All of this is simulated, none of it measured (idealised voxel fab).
Herein follows the process module entitled voxel tone inversion.
FYI the section here is cut, 295 nm wide, cells are 5 nm squares.
Square cells in a grid make up a cross-section in this document, and the grid is given as bands, listed from the top down, each one or more rows of cells. Heads up on the band format: heights come first, top then bottom, in nm. After that it's the materials left to right, each with its width in nm. A single material flagged "throughout" fills the whole band edge to edge, and "blank" means there's empty space there. We count height from 0. Below that, the starting wafer is all one material. The lowest band never ends at the bottom but goes on down; see "z 0 and below" for how that is written. You'd read "30 to 40" like this: the band's top row of cells is as wide as the first number, its bottom row is as wide as the second, and going down, every row changes width by the same amount as the row before did. "no alterations made" -> step changed no cross-section cell. The label "Closed internal voids" introduces a list of the empty spaces, 8 cells or larger, that have no open way up to the top; each entry in it reads width x height at distance, where the distance is taken from the left edge and all three are stated in nm. That trailing text on a step's line, after the settings, is the simulator's own remark on the step. On any step carrying a mask, the "overlay nm" setting, if present on the step's line, tells how far right of its planned place the mask lay; negative values point to the left.

**Steps in the process plan**
1. RECEIVE with material Si
2. CONFORMAL_DEP with material SiN, thk nm 5
3. DIRECTIONAL_DEP with material polySi, thk nm 20
4. PATTERN with tone cover, mask id POSTS, material resist, width nm 25, pitch nm 55, thk nm 25, overlay nm 0
5. DIRECTIONAL_ETCH with etch materials polySi, depth nm 20
6. STRIP with etch materials resist
7. FILL_DEP with material lowk, thk nm 5
8. CMP with height nm 25
9. STRIP with etch materials polySi
10. CONFORMAL_DEP with material TiN, thk nm 5
11. FILL_DEP with material Cu, thk nm 10
12. CMP with height nm 25
13. CONFORMAL_DEP with material SiCN, thk nm 5

**Wafer as received: cross-section following step 1**
* z 0 and below  Si throughout
* Closed internal voids: none

**End-of-module cross-section of the first of two wafers, processed as planned**
* z 30 to 25  SiCN throughout
* z 25 to 10  lowk 80, then TiN 5, then Cu 15, then TiN 5, then lowk 30, then TiN 5, then Cu 15, then TiN 5, then lowk 30, then TiN 5, then Cu 15, then TiN 5, then lowk 80
* z 10 to 5  lowk 80, then TiN 25, then lowk 30, then TiN 25, then lowk 30, then TiN 25, then lowk 80
* z 5 to 0  SiN throughout
* z 0 and below  Si throughout
* Closed internal voids: none

**Presented here is a cross-section of the second of the two wafers as it stood at the end of the module. It was started in the same manner and assigned the same plan as the first wafer; however, one mistake was made in its execution**
* z 30 to 25  SiCN throughout
* z 25 to 10  lowk 90, then TiN 5, then Cu 15, then TiN 5, then lowk 30, then TiN 5, then Cu 15, then TiN 5, then lowk 30, then TiN 5, then Cu 15, then TiN 5, then lowk 70
* z 10 to 5  lowk 90, then TiN 25, then lowk 30, then TiN 25, then lowk 30, then TiN 25, then lowk 70
* z 5 to 0  SiN throughout
* z 0 and below  Si throughout
* Closed internal voids: none
So what did we get wrong on this run? contrary to plan, step 4 was performed as PATTERN with tone cover, mask id POSTS, material resist, width nm 25, pitch nm 55, thk nm 25, overlay nm 10
The two final wafers agree on how many cells each material fills and disagree on which cells those are.
